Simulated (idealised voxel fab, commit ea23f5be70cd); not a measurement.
Module name: voxel gate over fins (process module)
cross-section cut | 200 nm wide | cells 5 nm
Cross-section layout: square cells on a grid; listed as bands, top to bottom; a band spans one or more cell rows. First you get the band's top height and its bottom height, in nm, and then the materials it's made of, left to right, with each width in nm. If you see a single material with "everywhere", that one covers the band edge to edge. "air" is empty space. The reference from which all heights are counted is 0, the level beneath which the as-received wafer is entirely one material; the lowest band, having no lower bound, proceeds downward and is written after the example "0 nm and below". The two numbers in a width such as "30..40" mark its ends across the band: the first belongs to the top row of cells, the second to the bottom row, and from each row to the next the width moves by the same amount. Reading "no modification" for a step: not a cell of the cross-section changed in it. What "Sealed cavities" gives you is every empty space of 8 cells or more that is cut off from the top. Each appears as width x height at distance, with the distance taken from the left edge and width, height and distance all in nm. It should be noted that, on the line of a given step, the content following the step's settings is a remark produced by the simulator itself with respect to that step. "overlay nm" on a masked step: distance the mask lay right of its planned place, negative for left.

Below is the list of planned process steps
1: RECEIVE,material Si
2: CONFORMAL_DEP,material SiN,thk nm 10
3: DIRECTIONAL_DEP,material aC,thk nm 15
4: PATTERN,tone cover,mask id FINS,material resist,width nm 15,pitch nm 40,thk nm 35,overlay nm 0
5: DIRECTIONAL_ETCH,etch materials aC,depth nm 15
6: STRIP,etch materials resist
7: DIRECTIONAL_ETCH,etch materials SiN,depth nm 10
8: DIRECTIONAL_ETCH,etch materials Si,depth nm 35
9: STRIP,etch materials aC
10: OXIDIZE,depth nm 5
11: FILL_DEP,material SiO2,thk nm 15
12: CMP,height nm 10
13: SELECTIVE_ETCH,etch materials SiO2,depth nm 25
14: STRIP,etch materials SiN
15: CONFORMAL_DEP,material HfO2,thk nm 5
16: CONFORMAL_DEP,material TiN,thk nm 5
17: CONFORMAL_DEP,material TiAl,thk nm 5
18: CONFORMAL_DEP,material TiN,thk nm 5
19: FILL_DEP,material W,thk nm 10
20: CMP,height nm 25
21: CONFORMAL_DEP,material SiCN,thk nm 5

Wafer as received: cross-section following step 1
- 0 nm and below: Si everywhere
- Sealed cavities: none

The plan above was carried out on the starting structure above with one mistake, and this cross-section shows the wafer at the end of the module
- 30 nm to 25 nm: SiCN everywhere
- 25 nm to 20 nm: W everywhere
- 20 nm to 15 nm: W (35), then TiN (125), then W (40)
- 15 nm to 10 nm: W (35), then TiN (5), then SiO2 (35), then TiN (5), then SiO2 (35), then TiN (5), then SiO2 (35), then TiN (5), then W (40)
- 10 nm to 5 nm: W (35), then TiN (5), then SiO2 (5), then TiN (25), then SiO2 (5), then TiN (5), then SiO2 (5), then TiN (25), then SiO2 (5), then TiN (5), then SiO2 (5), then TiN (25), then SiO2 (5), then TiN (5), then W (40)
- 5 nm to 0 nm: TiN (40), then SiO2 (5), then TiN (5), then HfO2 (15), then TiN (5), then SiO2 (5), then TiN (5), then SiO2 (5), then TiN (5), then HfO2 (15), then TiN (5), then SiO2 (5), then TiN (5), then SiO2 (5), then TiN (5), then HfO2 (15), then TiN (5), then SiO2 (5), then TiN (45)
- 0 nm to -5 nm: SiO2 (45), then TiN (5), then HfO2 (5), then Si (5), then HfO2 (5), then TiN (5), then SiO2 (15), then TiN (5), then HfO2 (5), then Si (5), then HfO2 (5), then TiN (5), then SiO2 (15), then TiN (5), then HfO2 (5), then Si (5), then HfO2 (5), then TiN (5), then SiO2 (50)
- -5 nm to -10 nm: TiN (50), then HfO2 (5), then Si (5), then HfO2 (5), then TiN (25), then HfO2 (5), then Si (5), then HfO2 (5), then TiN (25), then HfO2 (5), then Si (5), then HfO2 (5), then TiN (55)
- -10 nm to -15 nm: HfO2 (55), then Si (5), then HfO2 (35), then Si (5), then HfO2 (35), then Si (5), then HfO2 (60)
- -15 nm to -40 nm: SiO2 (55), then Si (5), then SiO2 (35), then Si (5), then SiO2 (35), then Si (5), then SiO2 (60)
- -40 nm and below: Si everywhere
- Sealed cavities: none
Deviation noted in wafer processing: step 17 ran as: CONFORMAL_DEP,material SiO2,thk nm 5
